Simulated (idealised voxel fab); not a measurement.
process module | voxel capacitor over wiring
cross-section cut | 225 nm wide | cells 5 nm
A cross-section is a grid of square cells, given in bands from the top down. A band is one or more rows of cells.
Each band's line starts with the height of the band's top and of its bottom, in nm. Then come its materials from left to right, each with its width in nm. One material with "throughout" fills the band from edge to edge. "air" is empty space.
Height 0 is the level under which the wafer as received is all one material. The lowest band goes on downwards, as in "0 down".
A width such as "30 to 40" changes by the same amount from each row of cells to the next, from the band's top row to its bottom row.
"no change" after a step means that no cell of the cross-section changed.
closed voids: empty space of 8 cells or more with no open way to the top, each as width x height at its distance from the left edge, in nm
after a step's settings: what the simulator itself notes on the step
overlay nm, on a step with a mask: how far to the right of its planned place the mask lay; to the left if negative
plan
1 op RECEIVE | material Si
2 op CONFORMAL_DEP | material SiO2 | thk nm 15
3 op DIRECTIONAL_DEP | material TiN | thk nm 5
4 op DIRECTIONAL_DEP | material W | thk nm 15
5 op MASKED_ETCH | tone cover | mask id METAL_1 | width nm 25 | pitch nm 95 | etch materials W | depth nm 15 | overlay nm 0
6 op MASKED_ETCH | tone cover | mask id METAL_1 | width nm 25 | pitch nm 95 | etch materials TiN | depth nm 5 | overlay nm 0
7 op CONFORMAL_DEP | material SiCN | thk nm 5
8 op FILL_DEP | material lowk | thk nm 5
9 op CMP | height nm 35
10 op CONFORMAL_DEP | material SiCN | thk nm 5
11 op DIRECTIONAL_DEP | material lowk | thk nm 15
12 op PATTERN | tone open | mask id PLUG_1 | material resist | width nm 15 | thk nm 20 | overlay nm 0
13 op DIRECTIONAL_ETCH | etch materials lowk | depth nm 15
14 op DIRECTIONAL_ETCH | etch materials SiCN | depth nm 5
15 op STRIP | etch materials resist
16 op CONFORMAL_DEP | material TiN | thk nm 5
17 op FILL_DEP | material Ru | thk nm 10
18 op CMP | height nm 55
19 op DIRECTIONAL_DEP | material TiN | thk nm 5
20 op DIRECTIONAL_DEP | material SiN | thk nm 5
21 op DIRECTIONAL_DEP | material TiN | thk nm 5
22 op PATTERN | tone cover | mask id UPPER_PLATE | material resist | width nm 75 | thk nm 15 | overlay nm 0
23 op DIRECTIONAL_ETCH | etch materials TiN | depth nm 5
24 op DIRECTIONAL_ETCH | etch materials SiN | depth nm 5
25 op STRIP | etch materials resist
26 op MASKED_ETCH | tone cover | mask id LOWER_PLATE | width nm 85 | etch materials TiN | depth nm 5 | overlay nm 0
27 op FILL_DEP | material SiO2 | thk nm 20
28 op CMP | height nm 85
29 op MASKED_ETCH | tone open | mask id PLUG_2 | width nm 15 | etch materials SiO2 | depth nm 15 | overlay nm 0
30 op CONFORMAL_DEP | material TiN | thk nm 5
31 op FILL_DEP | material Ru | thk nm 10
32 op CMP | height nm 85
33 op CONFORMAL_DEP | material SiN | thk nm 5
varied across the wafers: width nm of step 12. The plan shows the first wafer's value. All wafers start alike
first wafer as received, after step 1
  0 down: Si throughout
  closed voids: none
first wafer at the end, after step 33
  90 to 85: SiN throughout
  85 to 75: SiO2 70 | TiN 5 | Ru 5 | TiN 5 | SiO2 140
  75 to 65: SiO2 70 to 60 | TiN 15 to 75 | SiO2 140 to 90
  65 to 60: SiO2 60 | SiN 75 | SiO2 90
  60 to 55: SiO2 55 | TiN 85 | SiO2 85
  55 to 40: lowk 60 | TiN 5 | Ru 5 | TiN 5 | lowk 150
  40 to 35: SiCN 60 | TiN 15 | SiCN 150
  35 to 20: lowk 45 | SiCN 5 | W 25 | SiCN 5 | lowk 60 | SiCN 5 | W 25 | SiCN 5 | lowk 50
  20 to 15: SiCN 50 | TiN 25 | SiCN 70 | TiN 25 | SiCN 55
  15 to 0: SiO2 throughout
  0 down: Si throughout
  closed voids: none
last wafer at the end
  90 to 85: SiN throughout
  85 to 75: SiO2 70 | TiN 5 | Ru 5 | TiN 5 | SiO2 140
  75 to 65: SiO2 70 to 60 | TiN 15 to 75 | SiO2 140 to 90
  65 to 60: SiO2 60 | SiN 75 | SiO2 90
  60 to 55: SiO2 55 | TiN 85 | SiO2 85
  55 to 40: lowk 55 | TiN 5 | Ru 20 | TiN 5 | lowk 140
  40 to 35: SiCN 55 | TiN 30 | SiCN 140
  35 to 20: lowk 45 | SiCN 5 | W 25 | SiCN 5 | lowk 60 | SiCN 5 | W 25 | SiCN 5 | lowk 50
  20 to 15: SiCN 50 | TiN 25 | SiCN 70 | TiN 25 | SiCN 55
  15 to 0: SiO2 throughout
  0 down: Si throughout
  closed voids: none
each wafer at the end: cells of each material gained (+) or lost (-) since it was received, then its closed voids
width nm 15 | +5 Ru | +89 SiCN | +60 SiN | +349 SiO2 | +58 TiN | +30 W | +219 lowk | closed voids: none
width nm 20 | +8 Ru | +88 SiCN | +60 SiN | +349 SiO2 | +59 TiN | +30 W | +216 lowk | closed voids: none
width nm 25 | +11 Ru | +87 SiCN | +60 SiN | +349 SiO2 | +60 TiN | +30 W | +213 lowk | closed voids: none
width nm 30 | +14 Ru | +86 SiCN | +60 SiN | +349 SiO2 | +61 TiN | +30 W | +210 lowk | closed voids: none
